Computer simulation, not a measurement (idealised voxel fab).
process module | voxel transistor to metal
cross-section cut | 290 nm wide | cells 5 nm
A cross-section is a grid of square cells, given in bands from the top down. A band is one or more rows of cells.
Each band's line starts with the height of the band's top and of its bottom, in nm. Then come its materials from left to right, each with its width in nm. One material with "throughout" fills the band from edge to edge. "air" is empty space.
Height 0 is the level under which the wafer as received is all one material. The lowest band goes on downwards, as in "0 down".
A width such as "30 to 40" changes by the same amount from each row of cells to the next, from the band's top row to its bottom row.
"no change" after a step means that no cell of the cross-section changed.
closed voids: empty space of 8 cells or more with no open way to the top, each as width x height at its distance from the left edge, in nm
after a step's settings: what the simulator itself notes on the step
overlay nm, on a step with a mask: how far to the right of its planned place the mask lay; to the left if negative
plan
1 op RECEIVE | material Si
2 op CONFORMAL_DEP | material SiO2 | thk nm 5
3 op CONFORMAL_DEP | material SiN | thk nm 10
4 op PATTERN | tone cover | mask id ACTIVE | material resist | width nm 105 | pitch nm 130 | thk nm 15 | overlay nm 0
5 op DIRECTIONAL_ETCH | etch materials SiN | depth nm 10
6 op DIRECTIONAL_ETCH | etch materials SiO2 | depth nm 5
7 op DIRECTIONAL_ETCH | etch materials Si | depth nm 20
8 op STRIP | etch materials resist
9 op FILL_DEP | material SiO2 | thk nm 10
10 op CMP | height nm 15
11 op SELECTIVE_ETCH | etch materials SiO2 | depth nm 10
12 op STRIP | etch materials SiN
13 op SELECTIVE_ETCH | etch materials SiO2 | depth nm 5
14 op OXIDIZE | depth nm 5
15 op DIRECTIONAL_DEP | material polySi | thk nm 20
16 op DIRECTIONAL_DEP | material SiCN | thk nm 15
17 op DIRECTIONAL_DEP | material aC | thk nm 10
18 op PATTERN | tone cover | mask id GATE | material resist | width nm 25 | pitch nm 130 | thk nm 30 | overlay nm 0
19 op DIRECTIONAL_ETCH | etch materials aC | depth nm 10
20 op STRIP | etch materials resist
21 op DIRECTIONAL_ETCH | etch materials SiCN | depth nm 25
22 op DIRECTIONAL_ETCH | etch materials polySi | depth nm 30
23 op STRIP | etch materials aC
24 op CONFORMAL_DEP | material SiO2 | thk nm 5
25 op DIRECTIONAL_ETCH | etch materials SiO2 | depth nm 5
26 op CONFORMAL_DEP | material SiN | thk nm 5
27 op DIRECTIONAL_ETCH | etch materials SiN | depth nm 5
28 op DIRECTIONAL_ETCH | etch materials SiO2 | depth nm 5
29 op EPI | material SiGe | thk nm 5
30 op FILL_DEP | material SiO2 | thk nm 10
31 op CMP | height nm 20
32 op STRIP | etch materials polySi
33 op SELECTIVE_ETCH | etch materials SiO2 | depth nm 5
34 op CONFORMAL_DEP | material HfO2 | thk nm 5
35 op CONFORMAL_DEP | material TiN | thk nm 5
36 op FILL_DEP | material W | thk nm 10
37 op CMP | height nm 15
38 op DIRECTIONAL_DEP | material SiO2 | thk nm 10
39 op DIRECTIONAL_DEP | material aC | thk nm 15
40 op PATTERN | tone open | mask id CONTACT | material resist | width nm 15 | thk nm 30 | overlay nm 0
41 op DIRECTIONAL_ETCH | etch materials aC | depth nm 15
42 op STRIP | etch materials resist
43 op DIRECTIONAL_ETCH | etch materials SiO2 | depth nm 25
44 op STRIP | etch materials aC
45 op CONFORMAL_DEP | material TiN | thk nm 5
46 op FILL_DEP | material Ru | thk nm 10
47 op CMP | height nm 25
48 op CONFORMAL_DEP | material SiN | thk nm 5
49 op DIRECTIONAL_DEP | material SiO2 | thk nm 20
50 op MASKED_ETCH | tone open | mask id METAL_1 | width nm 15 | etch materials SiO2 | depth nm 20 | overlay nm 0
51 op MASKED_ETCH | tone open | mask id METAL_1 | width nm 15 | etch materials SiN | depth nm 5 | overlay nm 0
52 op CONFORMAL_DEP | material TiN | thk nm 5
53 op FILL_DEP | material Cu | thk nm 10
54 op CMP | height nm 50
55 op CONFORMAL_DEP | material SiCN | thk nm 5
56 op DIRECTIONAL_DEP | material lowk | thk nm 25
57 op MASKED_ETCH | tone open | mask id METAL_2 | width nm 15 | pitch nm 130 | etch materials lowk | depth nm 15 | overlay nm 0
58 op MASKED_ETCH | tone open | mask id METAL_2_HOLES | width nm 15 | pitch nm 130 | etch materials lowk | depth nm 10 | overlay nm 0
59 op MASKED_ETCH | tone open | mask id METAL_2_HOLES | width nm 15 | pitch nm 130 | etch materials SiCN | depth nm 5 | overlay nm 0
60 op CONFORMAL_DEP | material TiN | thk nm 5
61 op FILL_DEP | material Cu | thk nm 10
62 op CMP | height nm 80
63 op CONFORMAL_DEP | material SiCN | thk nm 5
as received, after step 1
  0 down: Si throughout
  closed voids: none
a wafer at the end: this start, this plan, one mistake
  85 to 80: SiCN throughout
  80 to 55: lowk 35 | TiN 5 | Cu 5 | TiN 5 | lowk 115 | TiN 5 | Cu 5 | TiN 5 | lowk 110
  55 to 50: SiCN 35 | TiN 15 | SiCN 115 | TiN 15 | SiCN 110
  50 to 30: SiO2 35 | TiN 5 | Cu 5 | TiN 5 | SiO2 55 | TiN 5 | Cu 5 | TiN 5 | SiO2 45 | TiN 5 | Cu 5 | TiN 5 | SiO2 55 | TiN 5 | Cu 5 | TiN 5 | SiO2 40
  30 to 25: SiN 35 | TiN 15 | SiN 55 | TiN 15 | SiN 45 | TiN 15 | SiN 55 | TiN 15 | SiN 40
  25 to 15: SiO2 35 | TiN 5 | Ru 5 | TiN 5 | SiO2 55 | TiN 5 | Ru 5 | TiN 5 | SiO2 45 | TiN 5 | Ru 5 | TiN 5 | SiO2 55 | TiN 5 | Ru 5 | TiN 5 | SiO2 40
  15 to 5: SiO2 35 | TiN 5 | Ru 5 | TiN 5 | SiO2 5 | SiN 5 | HfO2 5 | TiN 5 | W 15 | TiN 5 | HfO2 5 | SiN 5 | SiO2 5 | TiN 5 | Ru 5 | TiN 5 | SiO2 45 | TiN 5 | Ru 5 | TiN 5 | SiO2 5 | SiN 5 | HfO2 5 | TiN 5 | W 15 | TiN 5 | HfO2 5 | SiN 5 | SiO2 5 | TiN 5 | Ru 5 | TiN 5 | SiO2 40
  5 to 0: SiO2 35 | TiN 15 | SiO2 5 | SiN 5 | HfO2 5 | TiN 25 | HfO2 5 | SiN 5 | SiO2 5 | TiN 15 | SiO2 45 | TiN 15 | SiO2 5 | SiN 5 | HfO2 5 | TiN 25 | HfO2 5 | SiN 5 | SiO2 5 | TiN 15 | SiO2 40
  0 to -5: SiO2 20 | SiGe 35 | SiO2 5 | HfO2 35 | SiO2 5 | SiGe 35 | SiO2 15 | SiGe 35 | SiO2 5 | HfO2 35 | SiO2 5 | SiGe 35 | SiO2 25
  -5 to -15: SiO2 20 | SiGe 5 | Si 105 | SiGe 5 | SiO2 15 | SiGe 5 | Si 105 | SiGe 5 | SiO2 25
  -15 to -20: SiO2 25 | Si 105 | SiO2 25 | Si 105 | SiO2 30
  -20 down: Si throughout
  closed voids: none
what went wrong: step 28 ran as: op DIRECTIONAL_ETCH | etch materials SiO2 | depth nm 15
